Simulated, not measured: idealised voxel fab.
You're looking at the process module voxel gate over fins.
For reference, the cross-section in this document is cut, with width 250 nm and square cells of 5 nm.
Cross-section = grid of square cells, listed top down in bands; band = one or more rows. For a band, the entry starts with two heights in nm, that of the top and then that of the bottom, and carries on with the band's materials in order from left to right, each alongside its width in nm; the word "throughout" beside a single material means it fills the band edge to edge, and "blank" means empty space. Height 0 is the level under which the wafer as received is all one material. The lowest band goes on downwards, as in "0 nm and below". Width: "30..40" (first number = top row, second number = bottom row, same change from row to row of cells). "remains unaltered" after a step means that no cell of the cross-section changed. Under "Fully enclosed voids" you'll find the enclosed gaps, the ones with no way out to the top, that are 8 cells or bigger; each reads width x height at distance, with distance counted from the left edge, everything in nm. Read whatever lies past the settings on a step's line as the simulator's own remark about the step. "overlay nm" answers the question of how far to the right of plan the mask lay on a step that has a mask, and when it is negative the answer is to the left.
Process steps foreseen in the plan
| 1 | RECEIVE: material Si |
| 2 | CONFORMAL_DEP: material SiN, thk nm 5 |
| 3 | MASKED_ETCH: tone cover, mask id FINS, width nm 15, pitch nm 55, etch materials SiN, depth nm 5, overlay nm 0 |
| 4 | MASKED_ETCH: tone cover, mask id FINS, width nm 15, pitch nm 55, etch materials Si, depth nm 40, overlay nm 0 |
| 5 | OXIDIZE: depth nm 5 |
| 6 | FILL_DEP: material SiO2, thk nm 15 |
| 7 | CMP: height nm 5 |
| 8 | MASKED_ETCH: tone open, mask id RAIL, width nm 15, etch materials SiO2, depth nm 40, overlay nm 0 |
| 9 | CONFORMAL_DEP: material TiN, thk nm 5 |
| 10 | FILL_DEP: material W, thk nm 10 |
| 11 | CMP: height nm 5 |
| 12 | SELECTIVE_ETCH: etch materials W Ru TiN, depth nm 30 |
| 13 | FILL_DEP: material SiO2, thk nm 5 |
| 14 | CMP: height nm 5 |
| 15 | SELECTIVE_ETCH: etch materials SiO2, depth nm 20 |
| 16 | STRIP: etch materials SiN |
| 17 | CONFORMAL_DEP: material HfO2, thk nm 5 |
| 18 | CONFORMAL_DEP: material TiN, thk nm 5 |
| 19 | FILL_DEP: material W, thk nm 10 |
| 20 | CMP: height nm 15 |
| 21 | CONFORMAL_DEP: material SiN, thk nm 5 |
Step 1 complete: cross-section of the wafer as received
> 0 nm and below | Si throughout
> Fully enclosed voids: none
First of two wafers, end-of-module section, run followed plan
> 20 nm to 15 nm | SiN throughout
> 15 nm to 10 nm | W throughout
> 10 nm to 5 nm | W (30), then TiN (25), then W (30), then TiN (25), then W (30), then TiN (25), then W (30), then TiN (25), then W (30)
> 5 nm to 0 nm | W (30), then TiN (5), then HfO2 (15), then TiN (5), then W (30), then TiN (5), then HfO2 (15), then TiN (5), then W (30), then TiN (5), then HfO2 (15), then TiN (5), then W (30), then TiN (5), then HfO2 (15), then TiN (5), then W (30)
> 0 nm to -5 nm | W (30), then TiN (5), then HfO2 (5), then Si (5), then HfO2 (5), then TiN (5), then W (30), then TiN (5), then HfO2 (5), then Si (5), then HfO2 (5), then TiN (5), then W (30), then TiN (5), then HfO2 (5), then Si (5), then HfO2 (5), then TiN (5), then W (30), then TiN (5), then HfO2 (5), then Si (5), then HfO2 (5), then TiN (5), then W (30)
> -5 nm to -10 nm | TiN (35), then HfO2 (5), then Si (5), then HfO2 (5), then TiN (40), then HfO2 (5), then Si (5), then HfO2 (5), then TiN (40), then HfO2 (5), then Si (5), then HfO2 (5), then TiN (40), then HfO2 (5), then Si (5), then HfO2 (5), then TiN (35)
> -10 nm to -15 nm | HfO2 (40), then Si (5), then HfO2 (50), then Si (5), then HfO2 (50), then Si (5), then HfO2 (50), then Si (5), then HfO2 (40)
> -15 nm to -25 nm | SiO2 (40), then Si (5), then SiO2 (50), then Si (5), then SiO2 (50), then Si (5), then SiO2 (50), then Si (5), then SiO2 (40)
> -25 nm to -30 nm | SiO2 (40), then Si (5), then SiO2 (15), then TiN (5), then W (5), then TiN (5), then SiO2 (20), then Si (5), then SiO2 (50), then Si (5), then SiO2 (50), then Si (5), then SiO2 (40)
> -30 nm to -35 nm | SiO2 (40), then Si (5), then SiO2 (15), then TiN (15), then SiO2 (20), then Si (5), then SiO2 (50), then Si (5), then SiO2 (50), then Si (5), then SiO2 (40)
> -35 nm to -45 nm | SiO2 (40), then Si (5), then SiO2 (50), then Si (5), then SiO2 (50), then Si (5), then SiO2 (50), then Si (5), then SiO2 (40)
> -45 nm and below | Si throughout
> Fully enclosed voids: none
Wafer two, sectioned after the module: the first wafer's start, the first wafer's plan, and one mistake in how it was run
> 20 nm to 15 nm | SiN throughout
> 15 nm to 10 nm | W throughout
> 10 nm to 5 nm | W (25), then TiN (25), then W (30), then TiN (25), then W (30), then TiN (25), then W (30), then TiN (25), then W (35)
> 5 nm to 0 nm | W (25), then TiN (5), then HfO2 (15), then TiN (10), then W (25), then TiN (5), then HfO2 (15), then TiN (10), then W (25), then TiN (5), then HfO2 (15), then TiN (10), then W (25), then TiN (5), then HfO2 (15), then TiN (10), then W (30)
> 0 nm to -5 nm | W (25), then TiN (5), then HfO2 (5), then Si (5), then HfO2 (10), then TiN (5), then W (25), then TiN (5), then HfO2 (5), then Si (5), then HfO2 (10), then TiN (5), then W (25), then TiN (5), then HfO2 (5), then Si (5), then HfO2 (10), then TiN (5), then W (25), then TiN (5), then HfO2 (5), then Si (5), then HfO2 (10), then TiN (5), then W (30)
> -5 nm to -10 nm | TiN (30), then HfO2 (5), then Si (10), then HfO2 (5), then TiN (35), then HfO2 (5), then Si (10), then HfO2 (5), then TiN (35), then HfO2 (5), then Si (10), then HfO2 (5), then TiN (35), then HfO2 (5), then Si (10), then HfO2 (5), then TiN (35)
> -10 nm to -15 nm | HfO2 (35), then Si (10), then HfO2 (45), then Si (10), then HfO2 (45), then Si (10), then HfO2 (45), then Si (10), then HfO2 (40)
> -15 nm to -25 nm | SiO2 (35), then Si (10), then SiO2 (45), then Si (10), then SiO2 (45), then Si (10), then SiO2 (45), then Si (10), then SiO2 (40)
> -25 nm to -30 nm | SiO2 (35), then Si (10), then SiO2 (15), then TiN (5), then W (5), then TiN (5), then SiO2 (15), then Si (10), then SiO2 (45), then Si (10), then SiO2 (45), then Si (10), then SiO2 (40)
> -30 nm to -35 nm | SiO2 (35), then Si (10), then SiO2 (15), then TiN (15), then SiO2 (15), then Si (10), then SiO2 (45), then Si (10), then SiO2 (45), then Si (10), then SiO2 (40)
> -35 nm to -45 nm | SiO2 (35), then Si (10), then SiO2 (45), then Si (10), then SiO2 (45), then Si (10), then SiO2 (45), then Si (10), then SiO2 (40)
> -45 nm and below | Si throughout
> Fully enclosed voids: none
Here's what went sideways: note that step 3 departed from the planned setting and was carried out as MASKED_ETCH: tone cover, mask id FINS, width nm 15, pitch nm 55, etch materials SiN, depth nm 5, overlay nm -5
FYI, end of process, the second wafer has more or fewer cells of some materials than the first: +32 Si; -24 SiO2; -8 W
